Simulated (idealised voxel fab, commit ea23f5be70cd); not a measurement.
process module | voxel gate over fins
cross-section cut | 295 nm wide | cells 5 nm
A cross-section is a grid of square cells, given in bands from the top down. A band is one or more rows of cells.
Each band's line starts with the height of the band's top and of its bottom, in nm. Then come its materials from left to right, each with its width in nm. One material with "throughout" fills the band from edge to edge. "air" is empty space.
Height 0 is the level under which the wafer as received is all one material. The lowest band goes on downwards, as in "0 down".
A width such as "30 to 40" changes by the same amount from each row of cells to the next, from the band's top row to its bottom row.
"no change" after a step means that no cell of the cross-section changed.
closed voids: empty space of 8 cells or more with no open way to the top, each as width x height at its distance from the left edge, in nm
after a step's settings: what the simulator itself notes on the step
overlay nm, on a step with a mask: how far to the right of its planned place the mask lay; to the left if negative
plan
1 op RECEIVE | material Si
2 op CONFORMAL_DEP | material SiN | thk nm 10
3 op MASKED_ETCH | tone cover | mask id FINS | width nm 15 | pitch nm 40 | etch materials SiN | depth nm 10 | overlay nm 0
4 op MASKED_ETCH | tone cover | mask id FINS | width nm 15 | pitch nm 40 | etch materials Si | depth nm 35 | overlay nm 0
5 op FILL_DEP | material SiO2 | thk nm 15
6 op CMP | height nm 10
7 op SELECTIVE_ETCH | etch materials SiO2 | depth nm 25
8 op STRIP | etch materials SiN
9 op CONFORMAL_DEP | material HfO2 | thk nm 5
10 op CONFORMAL_DEP | material TiN | thk nm 5
11 op CONFORMAL_DEP | material TiAl | thk nm 5
12 op CONFORMAL_DEP | material TiN | thk nm 5
13 op FILL_DEP | material W | thk nm 10
14 op CMP | height nm 25
15 op CONFORMAL_DEP | material SiCN | thk nm 5
first wafer, as planned
as received, after step 1
  0 down: Si throughout
  closed voids: none
after step 2
  10 to 0: SiN throughout
  below 0: unchanged
after step 3
  10 to 0: air 100 | SiN 15 | air 25 | SiN 15 | air 25 | SiN 15 | air 100
  below 0: unchanged
after step 4
  10 to 0: air 100 | SiN 15 | air 25 | SiN 15 | air 25 | SiN 15 | air 100
  0 to -35: air 100 | Si 15 | air 25 | Si 15 | air 25 | Si 15 | air 100
  below -35: unchanged
after step 5
  25 to 10: SiO2 throughout
  10 to 0: SiO2 100 | SiN 15 | SiO2 25 | SiN 15 | SiO2 25 | SiN 15 | SiO2 100
  0 to -35: SiO2 100 | Si 15 | SiO2 25 | Si 15 | SiO2 25 | Si 15 | SiO2 100
  below -35: unchanged
after step 6
  10 to 0: SiO2 100 | SiN 15 | SiO2 25 | SiN 15 | SiO2 25 | SiN 15 | SiO2 100
  below 0: unchanged
after step 7
  10 to 0: air 100 | SiN 15 | air 25 | SiN 15 | air 25 | SiN 15 | air 100
  0 to -15: air 100 | Si 15 | air 25 | Si 15 | air 25 | Si 15 | air 100
  below -15: unchanged
after step 8
  0 to -15: air 100 | Si 15 | air 25 | Si 15 | air 25 | Si 15 | air 100
  below -15: unchanged
after step 9
  5 to 0: air 95 | HfO2 25 | air 15 | HfO2 25 | air 15 | HfO2 25 | air 95
  0 to -10: air 95 | HfO2 5 | Si 15 | HfO2 5 | air 15 | HfO2 5 | Si 15 | HfO2 5 | air 15 | HfO2 5 | Si 15 | HfO2 5 | air 95
  -10 to -15: HfO2 100 | Si 15 | HfO2 25 | Si 15 | HfO2 25 | Si 15 | HfO2 100
  below -15: unchanged
after step 10
  10 to 5: air 90 | TiN 35 | air 5 | TiN 35 | air 5 | TiN 35 | air 90
  5 to 0: air 90 | TiN 5 | HfO2 25 | TiN 5 | air 5 | TiN 5 | HfO2 25 | TiN 5 | air 5 | TiN 5 | HfO2 25 | TiN 5 | air 90
  0 to -5: air 90 | TiN 5 | HfO2 5 | Si 15 | HfO2 5 | TiN 5 | air 5 | TiN 5 | HfO2 5 | Si 15 | HfO2 5 | TiN 5 | air 5 | TiN 5 | HfO2 5 | Si 15 | HfO2 5 | TiN 5 | air 90
  -5 to -10: TiN 95 | HfO2 5 | Si 15 | HfO2 5 | TiN 15 | HfO2 5 | Si 15 | HfO2 5 | TiN 15 | HfO2 5 | Si 15 | HfO2 5 | TiN 95
  below -10: unchanged
after step 11
  15 to 10: air 85 | TiAl 125 | air 85
  10 to 5: air 85 | TiAl 5 | TiN 35 | TiAl 5 | TiN 35 | TiAl 5 | TiN 35 | TiAl 5 | air 85
  5 to 0: air 85 | TiAl 5 | TiN 5 | HfO2 25 | TiN 5 | TiAl 5 | TiN 5 | HfO2 25 | TiN 5 | TiAl 5 | TiN 5 | HfO2 25 | TiN 5 | TiAl 5 | air 85
  0 to -5: TiAl 90 | TiN 5 | HfO2 5 | Si 15 | HfO2 5 | TiN 5 | TiAl 5 | TiN 5 | HfO2 5 | Si 15 | HfO2 5 | TiN 5 | TiAl 5 | TiN 5 | HfO2 5 | Si 15 | HfO2 5 | TiN 5 | TiAl 90
  below -5: unchanged
after step 12
  20 to 15: air 80 | TiN 135 | air 80
  15 to 10: air 80 | TiN 5 | TiAl 125 | TiN 5 | air 80
  10 to 5: air 80 | TiN 5 | TiAl 5 | TiN 35 | TiAl 5 | TiN 35 | TiAl 5 | TiN 35 | TiAl 5 | TiN 5 | air 80
  5 to 0: TiN 85 | TiAl 5 | TiN 5 | HfO2 25 | TiN 5 | TiAl 5 | TiN 5 | HfO2 25 | TiN 5 | TiAl 5 | TiN 5 | HfO2 25 | TiN 5 | TiAl 5 | TiN 85
  below 0: unchanged
after step 13
  30 to 20: W throughout
  20 to 15: W 80 | TiN 135 | W 80
  15 to 10: W 80 | TiN 5 | TiAl 125 | TiN 5 | W 80
  10 to 5: W 80 | TiN 5 | TiAl 5 | TiN 35 | TiAl 5 | TiN 35 | TiAl 5 | TiN 35 | TiAl 5 | TiN 5 | W 80
  below 5: unchanged
after step 14
  25 to 20: W throughout
  below 20: unchanged
after step 15
  30 to 25: SiCN throughout
  below 25: unchanged
second wafer: like start, like plan, one mistake. Through step 14 it matches the first wafer
when step 15 should have ended
  30 to 25: SiO2 throughout
  below 25: unchanged
what went wrong: step 15 ran as: op CONFORMAL_DEP | material SiO2 | thk nm 5
at the end the second wafer has, in cells: 59 fewer of SiCN | 59 more of SiO2
